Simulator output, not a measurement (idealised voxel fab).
process module | voxel capacitor over wiring
cross-section cut | 205 nm wide | cells 5 nm
A cross-section is a grid of square cells, given in bands from the top down. A band is one or more rows of cells.
Each band's line starts with the height of the band's top and of its bottom, in nm. Then come its materials from left to right, each with its width in nm. One material with "throughout" fills the band from edge to edge. "air" is empty space.
Height 0 is the level under which the wafer as received is all one material. The lowest band goes on downwards, as in "0 down".
A width such as "30 to 40" changes by the same amount from each row of cells to the next, from the band's top row to its bottom row.
"no change" after a step means that no cell of the cross-section changed.
closed voids: empty space of 8 cells or more with no open way to the top, each as width x height at its distance from the left edge, in nm
after a step's settings: what the simulator itself notes on the step
overlay nm, on a step with a mask: how far to the right of its planned place the mask lay; to the left if negative
plan
1 op RECEIVE | material Si
2 op CONFORMAL_DEP | material SiO2 | thk nm 15
3 op CONFORMAL_DEP | material SiCN | thk nm 5
4 op DIRECTIONAL_DEP | material lowk | thk nm 25
5 op PATTERN | tone open | mask id METAL_1 | material resist | width nm 30 | pitch nm 80 | thk nm 15 | overlay nm 0
6 op DIRECTIONAL_ETCH | etch materials lowk | depth nm 25
7 op DIRECTIONAL_ETCH | etch materials SiCN | depth nm 5
8 op STRIP | etch materials resist
9 op CONFORMAL_DEP | material TiN | thk nm 5
10 op FILL_DEP | material Cu | thk nm 10
11 op CMP | height nm 45
12 op CONFORMAL_DEP | material SiCN | thk nm 5
13 op DIRECTIONAL_DEP | material SiO2 | thk nm 15
14 op MASKED_ETCH | tone open | mask id PLUG_1 | width nm 15 | etch materials SiO2 | depth nm 15 | overlay nm 0
15 op MASKED_ETCH | tone open | mask id PLUG_1 | width nm 15 | etch materials SiCN | depth nm 5 | overlay nm 0
16 op EPI | material Ru | thk nm 10
17 op EPI | material Ru | thk nm 10
18 op DIRECTIONAL_DEP | material TiN | thk nm 5
19 op DIRECTIONAL_DEP | material SiN | thk nm 5
20 op DIRECTIONAL_DEP | material TiN | thk nm 10
21 op DIRECTIONAL_DEP | material aC | thk nm 10
22 op PATTERN | tone cover | mask id UPPER_PLATE | material resist | width nm 55 | thk nm 25 | overlay nm 0
23 op DIRECTIONAL_ETCH | etch materials aC | depth nm 10
24 op STRIP | etch materials resist
25 op DIRECTIONAL_ETCH | etch materials TiN | depth nm 10
26 op DIRECTIONAL_ETCH | etch materials SiN | depth nm 5
27 op STRIP | etch materials aC
28 op PATTERN | tone cover | mask id LOWER_PLATE | material resist | width nm 65 | thk nm 20 | overlay nm 0
29 op DIRECTIONAL_ETCH | etch materials TiN | depth nm 5
30 op STRIP | etch materials resist
31 op FILL_DEP | material SiO2 | thk nm 15
32 op CMP | height nm 95
33 op PATTERN | tone open | mask id PLUG_2 | material resist | width nm 15 | thk nm 15 | overlay nm 0
34 op DIRECTIONAL_ETCH | etch materials SiO2 | depth nm 10
35 op STRIP | etch materials resist
36 op CONFORMAL_DEP | material TiN | thk nm 5
37 op FILL_DEP | material Cu | thk nm 5
38 op CMP | height nm 95
39 op CONFORMAL_DEP | material SiN | thk nm 5
as received, after step 1
  0 down: Si throughout
  closed voids: none
a wafer at the end: this start, this plan, one mistake
  100 to 95: SiN throughout
  95 to 90: SiO2 70 | TiN 5 | Cu 5 | TiN 5 | SiO2 120
  90 to 85: SiO2 70 | TiN 15 | SiO2 120
  85 to 75: SiO2 60 | TiN 55 | SiO2 90
  75 to 70: SiO2 60 | SiN 55 | SiO2 90
  70 to 65: SiO2 50 | TiN 65 | SiO2 90
  65 to 50: SiO2 60 | Ru 15 | SiO2 130
  50 to 45: SiCN 60 | Ru 15 | SiCN 130
  45 to 20: lowk 45 | TiN 5 | Cu 20 | TiN 5 | lowk 50 | TiN 5 | Cu 20 | TiN 5 | lowk 50
  20 to 15: SiCN 45 | TiN 30 | SiCN 50 | TiN 30 | SiCN 50
  15 to 0: SiO2 throughout
  0 down: Si throughout
  closed voids: none
what went wrong: step 28 ran as: op PATTERN | tone cover | mask id LOWER_PLATE | material resist | width nm 65 | thk nm 20 | overlay nm -5
